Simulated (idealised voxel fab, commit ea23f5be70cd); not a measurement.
The process module that follows is named voxel gate over fins.
Cross-sectional view cut (width: 230 nm; square cell size: 5 nm).
A cross-section in this document is a grid of square cells, and it is written down as bands, the top band listed before the ones below it; a band is made up of one or more rows of cells. In this notation a band is specified by the heights of its top and bottom, in that order and in nm, after which its materials appear from left to right, each paired with its width in nm. The word "everywhere" attached to a single material means that material fills the band from edge to edge; the word "blank" stands for empty space. For the purposes of this specification, 0 denotes the height below which the wafer in its as-received condition is composed wholly of one material, and the lowermost band, lacking a lower limit, extends downward without end, as expressed in "0 down". The expression "30->40" gives the width at the extremes of the band, the first number at its top row of cells and the second at its bottom row, with the width changing by equal amounts from each row to the next in between. For the purposes of this document, the phrase "no modifications" attached to a step denotes that no cell within the cross-section was modified by that step. Entry "Sealed void listing". Content: empty spaces with no open connection to the top, size 8 cells or greater. Each: width x height at distance. Distance: from left edge. Unit: nm. after a step's settings: what the simulator itself notes on the step. "overlay nm" denotes, for a step that has a mask, the displacement of the mask to the right of its planned place, with negative values corresponding to the left.
# The steps planned for the process are as follows
step 1: RECEIVE [material Si]
step 2: CONFORMAL_DEP [material SiN] [thk nm 5]
step 3: MASKED_ETCH [tone cover] [mask id FINS] [width nm 15] [pitch nm 35] [etch materials SiN] [depth nm 5] [overlay nm 0]
step 4: MASKED_ETCH [tone cover] [mask id FINS] [width nm 15] [pitch nm 35] [etch materials Si] [depth nm 40] [overlay nm 0]
step 5: OXIDIZE [depth nm 5]
step 6: FILL_DEP [material SiO2] [thk nm 10]
step 7: CMP [height nm 5]
step 8: SELECTIVE_ETCH [etch materials SiO2] [depth nm 20]
step 9: STRIP [etch materials SiN]
step 10: CONFORMAL_DEP [material HfO2] [thk nm 5]
step 11: CONFORMAL_DEP [material TiN] [thk nm 5]
step 12: FILL_DEP [material W] [thk nm 15]
step 13: CMP [height nm 20]
step 14: CONFORMAL_DEP [material SiCN] [thk nm 5]
# Cross-section, incoming material, after step 1
- 0 down: Si everywhere
- Sealed void listing: none
# First of two wafers, end-of-module section, run followed plan
- 25 to 20: SiCN everywhere
- 20 to 10: W everywhere
- 10 to 5: W: 65, then TiN: 25, then W: 10, then TiN: 25, then W: 10, then TiN: 25, then W: 70
- 5 to 0: W: 65, then TiN: 5, then HfO2: 15, then TiN: 5, then W: 10, then TiN: 5, then HfO2: 15, then TiN: 5, then W: 10, then TiN: 5, then HfO2: 15, then TiN: 5, then W: 70
- 0 to -5: W: 65, then TiN: 5, then HfO2: 5, then Si: 5, then HfO2: 5, then TiN: 5, then W: 10, then TiN: 5, then HfO2: 5, then Si: 5, then HfO2: 5, then TiN: 5, then W: 10, then TiN: 5, then HfO2: 5, then Si: 5, then HfO2: 5, then TiN: 5, then W: 70
- -5 to -10: TiN: 70, then HfO2: 5, then Si: 5, then HfO2: 5, then TiN: 20, then HfO2: 5, then Si: 5, then HfO2: 5, then TiN: 20, then HfO2: 5, then Si: 5, then HfO2: 5, then TiN: 75
- -10 to -15: HfO2: 75, then Si: 5, then HfO2: 30, then Si: 5, then HfO2: 30, then Si: 5, then HfO2: 80
- -15 to -45: SiO2: 75, then Si: 5, then SiO2: 30, then Si: 5, then SiO2: 30, then Si: 5, then SiO2: 80
- -45 down: Si everywhere
- Sealed void listing: none
# Same start, same plan as the first wafer - but one mistake in the run. Cross-section of the second of the two at the end of the module
- 25 to 20: SiCN everywhere
- 20 to 10: W everywhere
- 10 to 5: W: 65, then HfO2: 25, then W: 10, then HfO2: 25, then W: 10, then HfO2: 25, then W: 70
- 5 to 0: W: 65, then HfO2: 5, then TiN: 15, then HfO2: 5, then W: 10, then HfO2: 5, then TiN: 15, then HfO2: 5, then W: 10, then HfO2: 5, then TiN: 15, then HfO2: 5, then W: 70
- 0 to -5: W: 65, then HfO2: 5, then TiN: 5, then Si: 5, then TiN: 5, then HfO2: 5, then W: 10, then HfO2: 5, then TiN: 5, then Si: 5, then TiN: 5, then HfO2: 5, then W: 10, then HfO2: 5, then TiN: 5, then Si: 5, then TiN: 5, then HfO2: 5, then W: 70
- -5 to -10: HfO2: 70, then TiN: 5, then Si: 5, then TiN: 5, then HfO2: 20, then TiN: 5, then Si: 5, then TiN: 5, then HfO2: 20, then TiN: 5, then Si: 5, then TiN: 5, then HfO2: 75
- -10 to -15: TiN: 75, then Si: 5, then TiN: 30, then Si: 5, then TiN: 30, then Si: 5, then TiN: 80
- -15 to -45: SiO2: 75, then Si: 5, then SiO2: 30, then Si: 5, then SiO2: 30, then Si: 5, then SiO2: 80
- -45 down: Si everywhere
- Sealed void listing: none
Misprocessing identified: ran 10 and 11 in swapped order versus the plan
Tallied in cells, the final second wafer holds each material in the same quantity as the first, although not at the same places.
